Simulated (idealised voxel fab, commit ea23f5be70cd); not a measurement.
Module name: voxel transistor to metal (process module)
Cross-sectional view cut (width: 185 nm; square cell size: 5 nm).
Each cross-section below is a grid of square cells, stated as bands in top-down order, with one or more rows of cells making up each band. Band: top height; bottom height; in nm. Then, left to right: material with width in nm, for each material. "throughout": a single material spanning edge to edge. "blank": empty space. Measure heights from 0. That's the level where, below it, the as-received wafer is all one material. The lowest band is bottomless and extends downward; write it as in "0 -> down". When a width is written as two numbers, as in "30 to 40", the first number is the width in the top row of cells of the band and the second is the width in its bottom row, and the width changes by the same amount from each row to the next. "all unchanged" -> step changed no cross-section cell. Each empty space that has no open way to the top and spans at least 8 cells appears under "Voids lacking openings" as width x height at distance, the distance counted from the left edge, all in nm. On each step's line, the part that comes after the settings is the simulator's own comment on the step. A step line may carry the setting "overlay nm", which, for steps involving a mask, states the distance by which the mask lay to the right of its intended position; negative values denote displacement to the left.
# Intended process steps
1: RECEIVE (material Si)
2: CONFORMAL_DEP (material SiO2; thk nm 5)
3: CONFORMAL_DEP (material SiN; thk nm 10)
4: MASKED_ETCH (tone cover; mask id ACTIVE; width nm 110; etch materials SiN; depth nm 10; overlay nm 0)
5: MASKED_ETCH (tone cover; mask id ACTIVE; width nm 110; etch materials SiO2; depth nm 5; overlay nm 0)
6: MASKED_ETCH (tone cover; mask id ACTIVE; width nm 110; etch materials Si; depth nm 35; overlay nm 0)
7: OXIDIZE (depth nm 5)
8: FILL_DEP (material SiO2; thk nm 10)
9: CMP (height nm 15)
10: SELECTIVE_ETCH (etch materials SiO2; depth nm 10)
11: STRIP (etch materials SiN)
12: SELECTIVE_ETCH (etch materials SiO2; depth nm 5)
13: OXIDIZE (depth nm 5)
14: DIRECTIONAL_DEP (material polySi; thk nm 30)
15: DIRECTIONAL_DEP (material SiCN; thk nm 10)
16: MASKED_ETCH (tone cover; mask id GATE; width nm 30; etch materials SiCN; depth nm 20; overlay nm 0)
17: MASKED_ETCH (tone cover; mask id GATE; width nm 30; etch materials polySi; depth nm 40; overlay nm 0)
18: CONFORMAL_DEP (material SiN; thk nm 10)
19: DIRECTIONAL_ETCH (etch materials SiN; depth nm 10)
20: DIRECTIONAL_ETCH (etch materials SiO2; depth nm 5)
21: DIRECTIONAL_ETCH (etch materials Si; depth nm 10)
22: EPI (material pSi; thk nm 10)
23: FILL_DEP (material SiO2; thk nm 5)
24: CMP (height nm 30)
25: STRIP (etch materials polySi)
26: SELECTIVE_ETCH (etch materials SiO2; depth nm 5)
27: CONFORMAL_DEP (material HfO2; thk nm 5)
28: CONFORMAL_DEP (material TiN; thk nm 5)
29: FILL_DEP (material W; thk nm 5)
30: CMP (height nm 25)
31: DIRECTIONAL_DEP (material SiO2; thk nm 10)
32: MASKED_ETCH (tone open; mask id CONTACT; width nm 20; pitch nm 80; etch materials SiO2; depth nm 40; overlay nm 0)
33: CONFORMAL_DEP (material TiN; thk nm 5)
34: FILL_DEP (material Ru; thk nm 5)
35: CMP (height nm 35)
36: DIRECTIONAL_DEP (material TiN; thk nm 5)
37: DIRECTIONAL_DEP (material Ru; thk nm 15)
38: PATTERN (tone cover; mask id METAL_1; material resist; width nm 20; pitch nm 80; thk nm 15; overlay nm 0)
39: DIRECTIONAL_ETCH (etch materials Ru; depth nm 15)
40: DIRECTIONAL_ETCH (etch materials TiN; depth nm 5)
41: STRIP (etch materials resist)
42: CONFORMAL_DEP (material SiCN; thk nm 5)
43: FILL_DEP (material lowk; thk nm 10)
44: CMP (height nm 55)
45: CONFORMAL_DEP (material SiCN; thk nm 5)
46: DIRECTIONAL_DEP (material SiO2; thk nm 25)
47: DIRECTIONAL_DEP (material aC; thk nm 15)
48: PATTERN (tone open; mask id METAL_2_HOLES; material resist; width nm 15; pitch nm 80; thk nm 30; overlay nm 0)
49: DIRECTIONAL_ETCH (etch materials aC; depth nm 15)
50: STRIP (etch materials resist)
51: DIRECTIONAL_ETCH (etch materials SiO2; depth nm 25)
52: STRIP (etch materials aC)
53: DIRECTIONAL_DEP (material aC; thk nm 10)
54: PATTERN (tone open; mask id METAL_2; material resist; width nm 20; pitch nm 80; thk nm 30; overlay nm 0)
55: DIRECTIONAL_ETCH (etch materials aC; depth nm 10)
56: STRIP (etch materials resist)
57: DIRECTIONAL_ETCH (etch materials SiO2; depth nm 15)
58: DIRECTIONAL_ETCH (etch materials SiCN; depth nm 5)
59: STRIP (etch materials aC)
60: CONFORMAL_DEP (material TiN; thk nm 5)
61: FILL_DEP (material Cu; thk nm 5)
62: CMP (height nm 85)
63: CONFORMAL_DEP (material SiN; thk nm 5)
# Cross-section of the wafer at receipt, which is the condition after step 1
  0 -> down = Si throughout
  Voids lacking openings: none
# Cross-sectional view of the first of the two wafers upon completion of the module, processed in accordance with the plan
  90 -> 85 = SiN throughout
  85 -> 75 = 40 of SiO2 | 5 of TiN | 10 of Cu | 5 of TiN | 60 of SiO2 | 5 of TiN | 10 of Cu | 5 of TiN | 45 of SiO2
  75 -> 70 = 40 of SiO2 | 5 of TiN | 5 of Cu | 10 of TiN | 60 of SiO2 | 5 of TiN | 5 of Cu | 10 of TiN | 45 of SiO2
  70 -> 60 = 40 of SiO2 | 5 of TiN | 5 of Cu | 5 of TiN | 65 of SiO2 | 5 of TiN | 5 of Cu | 5 of TiN | 50 of SiO2
  60 -> 55 = 40 of SiCN | 15 of TiN | 65 of SiCN | 15 of TiN | 50 of SiCN
  55 -> 40 = 35 of lowk | 5 of SiCN | 20 of Ru | 5 of SiCN | 50 of lowk | 5 of SiCN | 20 of Ru | 5 of SiCN | 40 of lowk
  40 -> 35 = 40 of SiCN | 20 of TiN | 60 of SiCN | 20 of TiN | 45 of SiCN
  35 -> 25 = 40 of SiO2 | 5 of TiN | 10 of Ru | 5 of TiN | 60 of SiO2 | 5 of TiN | 10 of Ru | 5 of TiN | 45 of SiO2
  25 -> 10 = 40 of SiO2 | 5 of TiN | 10 of Ru | 5 of TiN | 5 of SiO2 | 10 of SiN | 5 of HfO2 | 5 of TiN | 10 of W | 5 of TiN | 5 of HfO2 | 10 of SiN | 5 of SiO2 | 5 of TiN | 10 of Ru | 5 of TiN | 45 of SiO2
  10 -> 5 = 40 of SiO2 | 5 of TiN | 5 of Ru | 10 of TiN | 5 of SiO2 | 10 of SiN | 5 of HfO2 | 5 of TiN | 10 of W | 5 of TiN | 5 of HfO2 | 10 of SiN | 5 of SiO2 | 10 of TiN | 5 of Ru | 5 of TiN | 45 of SiO2
  5 -> 0 = 40 of SiO2 | 5 of TiN | 5 of Ru | 5 of TiN | 10 of pSi | 10 of SiN | 5 of HfO2 | 20 of TiN | 5 of HfO2 | 10 of SiN | 10 of pSi | 5 of TiN | 5 of Ru | 5 of TiN | 45 of SiO2
  0 -> -5 = 40 of SiO2 | 15 of TiN | 10 of pSi | 5 of SiO2 | 40 of HfO2 | 5 of SiO2 | 10 of pSi | 15 of TiN | 45 of SiO2
  -5 -> -15 = 40 of SiO2 | 25 of pSi | 50 of Si | 25 of pSi | 45 of SiO2
  -15 -> -40 = 40 of SiO2 | 100 of Si | 45 of SiO2
  -40 -> down = Si throughout
  Voids lacking openings: none
# Second of two wafers, module complete, sectioned: it shares the first wafer's start and plan but was run with one mistake
  90 -> 85 = SiN throughout
  85 -> 75 = 40 of SiO2 | 5 of TiN | 10 of Cu | 5 of TiN | 60 of SiO2 | 5 of TiN | 10 of Cu | 5 of TiN | 45 of SiO2
  75 -> 70 = 40 of SiO2 | 5 of TiN | 5 of Cu | 10 of TiN | 60 of SiO2 | 5 of TiN | 5 of Cu | 10 of TiN | 45 of SiO2
  70 -> 60 = 40 of SiO2 | 5 of TiN | 5 of Cu | 5 of TiN | 65 of SiO2 | 5 of TiN | 5 of Cu | 5 of TiN | 50 of SiO2
  60 -> 55 = 40 of SiCN | 15 of TiN | 65 of SiCN | 15 of TiN | 50 of SiCN
  55 -> 40 = 35 of lowk | 5 of SiCN | 20 of Ru | 5 of SiCN | 50 of lowk | 5 of SiCN | 20 of Ru | 5 of SiCN | 40 of lowk
  40 -> 35 = 40 of SiCN | 20 of TiN | 60 of SiCN | 20 of TiN | 45 of SiCN
  35 -> 30 = 40 of SiO2 | 5 of TiN | 10 of Ru | 5 of TiN | 60 of SiO2 | 5 of TiN | 10 of Ru | 5 of TiN | 45 of SiO2
  30 -> 25 = 40 of SiO2 | 20 of TiN | 60 of SiO2 | 20 of TiN | 45 of SiO2
  25 -> 5 = 65 of aC | 10 of SiN | 5 of HfO2 | 5 of TiN | 10 of W | 5 of TiN | 5 of HfO2 | 10 of SiN | 70 of aC
  5 -> 0 = 55 of aC | 10 of pSi | 10 of SiN | 5 of HfO2 | 20 of TiN | 5 of HfO2 | 10 of SiN | 10 of pSi | 60 of aC
  0 -> -5 = 55 of aC | 10 of pSi | 5 of SiO2 | 40 of HfO2 | 5 of SiO2 | 10 of pSi | 60 of aC
  -5 -> -15 = 40 of SiO2 | 25 of pSi | 50 of Si | 25 of pSi | 45 of SiO2
  -15 -> -40 = 40 of SiO2 | 100 of Si | 45 of SiO2
  -40 -> down = Si throughout
  Voids lacking openings: none
Processing error: step 23: run off-plan, actual operation and settings FILL_DEP (material aC; thk nm 5)
The final cell counts differ between the wafers, with the second having more or fewer of some materials than the first: Ru -20 | SiO2 -110 | TiN -24 | aC +154
